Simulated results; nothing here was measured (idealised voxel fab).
process module | voxel plated lines
Each square cell in cross-section cut measures 5 nm, and the section as a whole is 230 nm wide.
A cross-section is written here as square cells arranged in a grid, and it is given in bands from the top down, each band taking up one or more rows of cells.
For a band, the entry starts with two heights in nm, that of the top and then that of the bottom, and carries on with the band's materials in order from left to right, each alongside its width in nm; the word "throughout" beside a single material means it fills the band edge to edge, and "empty" means empty space.
Heights from 0 (as-received wafer is one material below). Bottom band endless downward, as "from 0 down".
The two numbers in a width such as "30 to 40" mark its ends across the band: the first belongs to the top row of cells, the second to the bottom row, and from each row to the next the width moves by the same amount.
No cell of the cross-section changed in a step that is given as "no change".
For the entry "Sealed-off cavities", the listed items are empty spaces with no open way to the top whose size is 8 cells or more; each item follows the pattern width x height at distance, where distance is from the left edge and all three are in nm.
Read whatever lies past the settings on a step's line as the simulator's own remark about the step.
You can add "overlay nm" to a step's line. For a step with a mask, it describes how far the mask lay to the right of its planned position, and a negative number describes a lay to the left.
The steps planned for the process are as follows
| 1 | op RECEIVE | material Si |
| 2 | op CONFORMAL_DEP | material Al2O3 | thk nm 5 |
| 3 | op DIRECTIONAL_DEP | material TiN | thk nm 5 |
| 4 | op PATTERN | tone open | mask id LINES | material resist | width nm 20 | pitch nm 50 | thk nm 25 | overlay nm 0 |
| 5 | op EPI | material Ru | thk nm 5 |
| 6 | op EPI | material Ru | thk nm 10 |
| 7 | op STRIP | etch materials resist |
| 8 | op DIRECTIONAL_ETCH | etch materials TiN | depth nm 5 |
| 9 | op CONFORMAL_DEP | material SiN | thk nm 5 |
Of two wafers, the first: run according to plan
Wafer as received: cross-section following step 1
- from 0 down = Si throughout
- Sealed-off cavities: none
How the wafer stands in section after step 2
- from 5 to 0 = Al2O3 throughout
- No changes below 0.
How the wafer stands in section after step 3
- from 10 to 5 = TiN throughout
- No changes below 5.
How the wafer stands in section after step 4
- from 35 to 10 = 55 nm resist  20 nm empty  30 nm resist  20 nm empty  30 nm resist  20 nm empty  55 nm resist
- No changes below 10.
How the wafer stands in section after step 5
- from 35 to 15 = 55 nm resist  20 nm empty  30 nm resist  20 nm empty  30 nm resist  20 nm empty  55 nm resist
- from 15 to 10 = 55 nm resist  20 nm Ru  30 nm resist  20 nm Ru  30 nm resist  20 nm Ru  55 nm resist
- No changes below 10.
How the wafer stands in section after step 6
- from 35 to 25 = 55 nm resist  20 nm empty  30 nm resist  20 nm empty  30 nm resist  20 nm empty  55 nm resist
- from 25 to 10 = 55 nm resist  20 nm Ru  30 nm resist  20 nm Ru  30 nm resist  20 nm Ru  55 nm resist
- No changes below 10.
How the wafer stands in section after step 7
- from 25 to 10 = 55 nm empty  20 nm Ru  30 nm empty  20 nm Ru  30 nm empty  20 nm Ru  55 nm empty
- No changes below 10.
How the wafer stands in section after step 8
- from 25 to 10 = 55 nm empty  20 nm Ru  30 nm empty  20 nm Ru  30 nm empty  20 nm Ru  55 nm empty
- from 10 to 5 = 55 nm empty  20 nm TiN  30 nm empty  20 nm TiN  30 nm empty  20 nm TiN  55 nm empty
- No changes below 5.
How the wafer stands in section after step 9
- from 30 to 25 = 50 nm empty  30 nm SiN  20 nm empty  30 nm SiN  20 nm empty  30 nm SiN  50 nm empty
- from 25 to 10 = 50 nm empty  5 nm SiN  20 nm Ru  5 nm SiN  20 nm empty  5 nm SiN  20 nm Ru  5 nm SiN  20 nm empty  5 nm SiN  20 nm Ru  5 nm SiN  50 nm empty
- from 10 to 5 = 55 nm SiN  20 nm TiN  30 nm SiN  20 nm TiN  30 nm SiN  20 nm TiN  55 nm SiN
- No changes below 5.
Wafer two. Same start, same plan, one slip in execution. Same as wafer one through step 8, inclusive
Second wafer cross-section, taken as of the time the plan sets for step 9 to be done
- from 30 to 25 = 50 nm empty  30 nm Al2O3  20 nm empty  30 nm Al2O3  20 nm empty  30 nm Al2O3  50 nm empty
- from 25 to 10 = 50 nm empty  5 nm Al2O3  20 nm Ru  5 nm Al2O3  20 nm empty  5 nm Al2O3  20 nm Ru  5 nm Al2O3  20 nm empty  5 nm Al2O3  20 nm Ru  5 nm Al2O3  50 nm empty
- from 10 to 5 = 55 nm Al2O3  20 nm TiN  30 nm Al2O3  20 nm TiN  30 nm Al2O3  20 nm TiN  55 nm Al2O3
- No changes below 5.
Against the plan, the run slipped here: heads up, step 9 didn't go per plan, it actually ran as op CONFORMAL_DEP | material Al2O3 | thk nm 5
Final wafer comparison in cells, second versus first, more or fewer per material: +70 Al2O3 | -70 SiN
